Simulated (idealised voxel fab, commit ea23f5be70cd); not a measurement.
process module | voxel transistor to metal
cross-section cut | 210 nm wide | cells 5 nm
A cross-section is a grid of square cells, given in bands from the top down. A band is one or more rows of cells.
Each band's line starts with the height of the band's top and of its bottom, in nm. Then come its materials from left to right, each with its width in nm. One material with "throughout" fills the band from edge to edge. "air" is empty space.
Height 0 is the level under which the wafer as received is all one material. The lowest band goes on downwards, as in "0 down".
A width such as "30 to 40" changes by the same amount from each row of cells to the next, from the band's top row to its bottom row.
"no change" after a step means that no cell of the cross-section changed.
closed voids: empty space of 8 cells or more with no open way to the top, each as width x height at its distance from the left edge, in nm
after a step's settings: what the simulator itself notes on the step
overlay nm, on a step with a mask: how far to the right of its planned place the mask lay; to the left if negative
plan
1 op RECEIVE | material Si
2 op OXIDIZE | depth nm 5
3 op CONFORMAL_DEP | material SiN | thk nm 10
4 op DIRECTIONAL_DEP | material aC | thk nm 10
5 op PATTERN | tone cover | mask id ACTIVE | material resist | width nm 120 | thk nm 25 | overlay nm 0
6 op DIRECTIONAL_ETCH | etch materials aC | depth nm 10
7 op STRIP | etch materials resist
8 op DIRECTIONAL_ETCH | etch materials SiN | depth nm 10
9 op DIRECTIONAL_ETCH | etch materials SiO2 | depth nm 5
10 op DIRECTIONAL_ETCH | etch materials Si | depth nm 30
11 op STRIP | etch materials aC
12 op OXIDIZE | depth nm 5
13 op FILL_DEP | material SiO2 | thk nm 5
14 op CMP | height nm 10
15 op SELECTIVE_ETCH | etch materials SiO2 | depth nm 5
16 op STRIP | etch materials SiN
17 op SELECTIVE_ETCH | etch materials SiO2 | depth nm 5
18 op OXIDIZE | depth nm 5
19 op DIRECTIONAL_DEP | material polySi | thk nm 20
20 op DIRECTIONAL_DEP | material SiCN | thk nm 10
21 op DIRECTIONAL_DEP | material aC | thk nm 10
22 op PATTERN | tone cover | mask id GATE | material resist | width nm 30 | thk nm 30 | overlay nm 0
23 op DIRECTIONAL_ETCH | etch materials aC | depth nm 10
24 op STRIP | etch materials resist
25 op DIRECTIONAL_ETCH | etch materials SiCN | depth nm 20
26 op DIRECTIONAL_ETCH | etch materials polySi | depth nm 30
27 op STRIP | etch materials aC
28 op CONFORMAL_DEP | material SiO2 | thk nm 5
29 op DIRECTIONAL_ETCH | etch materials SiO2 | depth nm 5
30 op CONFORMAL_DEP | material SiN | thk nm 10
31 op DIRECTIONAL_ETCH | etch materials SiN | depth nm 10
32 op DIRECTIONAL_ETCH | etch materials SiO2 | depth nm 5
33 op DIRECTIONAL_ETCH | etch materials Si | depth nm 5
34 op EPI | material pSi | thk nm 10
35 op FILL_DEP | material SiO2 | thk nm 10
36 op CMP | height nm 15
37 op STRIP | etch materials polySi
38 op SELECTIVE_ETCH | etch materials SiO2 | depth nm 5
39 op CONFORMAL_DEP | material HfO2 | thk nm 5
40 op CONFORMAL_DEP | material TiN | thk nm 5
41 op FILL_DEP | material W | thk nm 10
42 op CMP | height nm 10
43 op DIRECTIONAL_DEP | material SiO2 | thk nm 15
44 op DIRECTIONAL_DEP | material aC | thk nm 15
45 op PATTERN | tone open | mask id CONTACT | material resist | width nm 15 | pitch nm 85 | thk nm 35 | overlay nm 0
46 op DIRECTIONAL_ETCH | etch materials aC | depth nm 15
47 op STRIP | etch materials resist
48 op DIRECTIONAL_ETCH | etch materials SiO2 | depth nm 25
49 op STRIP | etch materials aC
50 op CONFORMAL_DEP | material TiN | thk nm 5
51 op FILL_DEP | material W | thk nm 10
52 op CMP | height nm 25
53 op CONFORMAL_DEP | material SiN | thk nm 5
54 op DIRECTIONAL_DEP | material SiO2 | thk nm 20
55 op MASKED_ETCH | tone open | mask id METAL_1 | width nm 15 | pitch nm 85 | etch materials SiO2 | depth nm 20 | overlay nm 0
56 op MASKED_ETCH | tone open | mask id METAL_1 | width nm 15 | pitch nm 85 | etch materials SiN | depth nm 5 | overlay nm 0
57 op CONFORMAL_DEP | material TiN | thk nm 5
58 op FILL_DEP | material Cu | thk nm 10
59 op CMP | height nm 50
60 op CONFORMAL_DEP | material SiCN | thk nm 5
61 op DIRECTIONAL_DEP | material SiO2 | thk nm 25
62 op DIRECTIONAL_DEP | material aC | thk nm 10
63 op PATTERN | tone open | mask id METAL_2 | material resist | width nm 15 | pitch nm 85 | thk nm 30 | overlay nm 0
64 op DIRECTIONAL_ETCH | etch materials aC | depth nm 10
65 op STRIP | etch materials resist
66 op DIRECTIONAL_ETCH | etch materials SiO2 | depth nm 15
67 op STRIP | etch materials aC
68 op PATTERN | tone open | mask id METAL_2_HOLES | material resist | width nm 15 | pitch nm 85 | thk nm 15 | overlay nm 0
69 op DIRECTIONAL_ETCH | etch materials SiO2 | depth nm 10
70 op DIRECTIONAL_ETCH | etch materials SiCN | depth nm 5
71 op STRIP | etch materials resist
72 op CONFORMAL_DEP | material TiN | thk nm 5
73 op FILL_DEP | material Cu | thk nm 5
74 op CMP | height nm 80
75 op CONFORMAL_DEP | material SiN | thk nm 5
as received, after step 1
  0 down: Si throughout
  closed voids: none
a wafer at the end: this start, this plan, one mistake
  85 to 80: SiN throughout
  80 to 55: SiO2 55 | TiN 5 | Cu 5 | TiN 5 | SiO2 70 | TiN 5 | Cu 5 | TiN 5 | SiO2 55
  55 to 50: SiCN 55 | TiN 15 | SiCN 70 | TiN 15 | SiCN 55
  50 to 35: SiO2 55 | TiN 5 | Cu 10 | TiN 5 | SiO2 65 | TiN 5 | Cu 10 | TiN 5 | SiO2 50
  35 to 30: SiO2 55 | TiN 5 | Cu 5 | TiN 10 | SiO2 65 | TiN 5 | Cu 5 | TiN 10 | SiO2 50
  30 to 25: SiN 55 | TiN 15 | SiN 70 | TiN 15 | SiN 55
  25 to 10: SiO2 55 | TiN 5 | W 5 | TiN 5 | SiO2 70 | TiN 5 | W 5 | TiN 5 | SiO2 55
  10 to 5: SiO2 55 | TiN 5 | W 5 | TiN 5 | SiO2 5 | SiN 10 | HfO2 5 | TiN 5 | W 20 | TiN 5 | HfO2 5 | SiN 10 | SiO2 5 | TiN 5 | W 5 | TiN 5 | SiO2 55
  5 to 0: SiO2 55 | TiN 15 | SiO2 5 | SiN 10 | HfO2 5 | TiN 5 | W 20 | TiN 5 | HfO2 5 | SiN 10 | SiO2 5 | TiN 15 | SiO2 55
  0 to -5: SiO2 45 | SiN 10 | pSi 20 | SiN 10 | HfO2 5 | TiN 30 | HfO2 5 | SiN 10 | pSi 20 | SiN 10 | SiO2 45
  -5 to -10: SiO2 55 | pSi 20 | SiO2 10 | HfO2 40 | SiO2 10 | pSi 20 | SiO2 55
  -10 to -15: SiO2 50 | Si 5 | pSi 20 | Si 60 | pSi 20 | Si 5 | SiO2 50
  -15 to -40: SiO2 50 | Si 110 | SiO2 50
  -40 down: Si throughout
  closed voids: none
what went wrong: step 55 ran as: op MASKED_ETCH | tone open | mask id METAL_1 | width nm 20 | pitch nm 85 | etch materials SiO2 | depth nm 20 | overlay nm 0
